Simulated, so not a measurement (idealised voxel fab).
Process module in this document: voxel plated lines
In the cross-section labelled cut, the width is 185 nm and each square cell is 5 nm.
Cross-section, as written here: a square-cell grid given band by band from the top down, where a band holds one or more rows of cells.
First you get the band's top height and its bottom height, in nm, and then the materials it's made of, left to right, with each width in nm. If you see a single material with "everywhere", that one covers the band edge to edge. "blank" is empty space.
Basically, 0 is our baseline, since under it the wafer straight out of the box is all one material. The bottom band has no lower end and keeps on going down, so it looks like "0 nm and below".
When a width is written as two numbers, as in "30 to 40", the first number is the width in the top row of cells of the band and the second is the width in its bottom row, and the width changes by the same amount from each row to the next.
Given "remained the same" for a step, no cell of the cross-section differs between before and after that step.
So "Sealed-off cavities" is basically the list of trapped voids: any empty space of 8 cells or more that can't reach the top through an opening. They're written width x height at distance, the distance being from the left edge, and it's all nm.
The remark found on a step's line after its settings is issued by the simulator itself and pertains to that step.
On any step carrying a mask, the "overlay nm" setting, if present on the step's line, tells how far right of its planned place the mask lay; negative values point to the left.
These are the steps we planned for the process
1 RECEIVE | material Si
2 CONFORMAL_DEP | material Al2O3 | thk nm 15
3 DIRECTIONAL_DEP | material TiN | thk nm 5
4 PATTERN | tone open | mask id LINES | material resist | width nm 20 | pitch nm 35 | thk nm 15 | overlay nm 0
5 EPI | material Ru | thk nm 5
6 STRIP | etch materials resist
7 DIRECTIONAL_ETCH | etch materials TiN | depth nm 5
8 CONFORMAL_DEP | material SiO2 | thk nm 5
Here's what the wafer looked like in cross-section when it arrived - that's after step 1
- 0 nm and below  Si everywhere
- Sealed-off cavities: none
Wafer cross-section at end of module: start and plan as shown above, one execution error
- 30 nm to 25 nm  blank=45  SiO2=25  blank=10  SiO2=25  blank=10  SiO2=25  blank=45
- 25 nm to 20 nm  blank=45  SiO2=5  Ru=15  SiO2=5  blank=10  SiO2=5  Ru=15  SiO2=5  blank=10  SiO2=5  Ru=15  SiO2=5  blank=45
- 20 nm to 15 nm  SiO2=50  TiN=15  SiO2=20  TiN=15  SiO2=20  TiN=15  SiO2=50
- 15 nm to 0 nm  Al2O3 everywhere
- 0 nm and below  Si everywhere
- Sealed-off cavities: none
Error vs. plan: not per plan at step 4, really ran PATTERN | tone open | mask id LINES | material resist | width nm 15 | pitch nm 35 | thk nm 15 | overlay nm 0
